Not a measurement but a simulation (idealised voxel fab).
process module | voxel tone inversion
cross-section cut | 165 nm wide | cells 5 nm
A cross-section is a grid of square cells, given in bands from the top down. A band is one or more rows of cells.
Each band's line starts with the height of the band's top and of its bottom, in nm. Then come its materials from left to right, each with its width in nm. One material with "throughout" fills the band from edge to edge. "air" is empty space.
Height 0 is the level under which the wafer as received is all one material. The lowest band goes on downwards, as in "0 down".
A width such as "30 to 40" changes by the same amount from each row of cells to the next, from the band's top row to its bottom row.
"no change" after a step means that no cell of the cross-section changed.
closed voids: empty space of 8 cells or more with no open way to the top, each as width x height at its distance from the left edge, in nm
after a step's settings: what the simulator itself notes on the step
overlay nm, on a step with a mask: how far to the right of its planned place the mask lay; to the left if negative
plan
1 op RECEIVE | material Si
2 op CONFORMAL_DEP | material SiN | thk nm 5
3 op DIRECTIONAL_DEP | material polySi | thk nm 20
4 op PATTERN | tone cover | mask id POSTS | material resist | width nm 20 | pitch nm 35 | thk nm 25 | overlay nm 0
5 op DIRECTIONAL_ETCH | etch materials polySi | depth nm 20
6 op STRIP | etch materials resist
7 op FILL_DEP | material lowk | thk nm 10
8 op CMP | height nm 25
9 op STRIP | etch materials polySi
first wafer, as planned
as received, after step 1
  0 down: Si throughout
  closed voids: none
after step 2
  5 to 0: SiN throughout
  below 0: unchanged
after step 3
  25 to 5: polySi throughout
  below 5: unchanged
after step 4
  50 to 25: air 20 | resist 20 | air 15 | resist 20 | air 15 | resist 20 | air 15 | resist 20 | air 20
  below 25: unchanged
after step 5
  50 to 25: air 20 | resist 20 | air 15 | resist 20 | air 15 | resist 20 | air 15 | resist 20 | air 20
  25 to 5: air 20 | polySi 20 | air 15 | polySi 20 | air 15 | polySi 20 | air 15 | polySi 20 | air 20
  below 5: unchanged
after step 6
  25 to 5: air 20 | polySi 20 | air 15 | polySi 20 | air 15 | polySi 20 | air 15 | polySi 20 | air 20
  below 5: unchanged
after step 7
  35 to 25: lowk throughout
  25 to 5: lowk 20 | polySi 20 | lowk 15 | polySi 20 | lowk 15 | polySi 20 | lowk 15 | polySi 20 | lowk 20
  below 5: unchanged
after step 8
  25 to 5: lowk 20 | polySi 20 | lowk 15 | polySi 20 | lowk 15 | polySi 20 | lowk 15 | polySi 20 | lowk 20
  below 5: unchanged
after step 9
  25 to 5: lowk 20 | air 20 | lowk 15 | air 20 | lowk 15 | air 20 | lowk 15 | air 20 | lowk 20
  below 5: unchanged
second wafer: like start, like plan, one mistake. Through step 1 it matches the first wafer
when step 2 should have ended: no change
when step 3 should have ended
  20 to 0: polySi throughout
  below 0: unchanged
when step 4 should have ended
  45 to 20: air 20 | resist 20 | air 15 | resist 20 | air 15 | resist 20 | air 15 | resist 20 | air 20
  below 20: unchanged
when step 5 should have ended
  45 to 20: air 20 | resist 20 | air 15 | resist 20 | air 15 | resist 20 | air 15 | resist 20 | air 20
  20 to 0: air 20 | polySi 20 | air 15 | polySi 20 | air 15 | polySi 20 | air 15 | polySi 20 | air 20
  below 0: unchanged
when step 6 should have ended
  20 to 0: air 20 | polySi 20 | air 15 | polySi 20 | air 15 | polySi 20 | air 15 | polySi 20 | air 20
  below 0: unchanged
when step 7 should have ended
  30 to 20: lowk throughout
  20 to 0: lowk 20 | polySi 20 | lowk 15 | polySi 20 | lowk 15 | polySi 20 | lowk 15 | polySi 20 | lowk 20
  below 0: unchanged
when step 8 should have ended
  25 to 20: lowk throughout
  below 20: unchanged
when step 9 should have ended: no change
what went wrong: step 2 was left out
at the end the second wafer has, in cells: 33 fewer of SiN | 33 more of lowk | 64 more of polySi
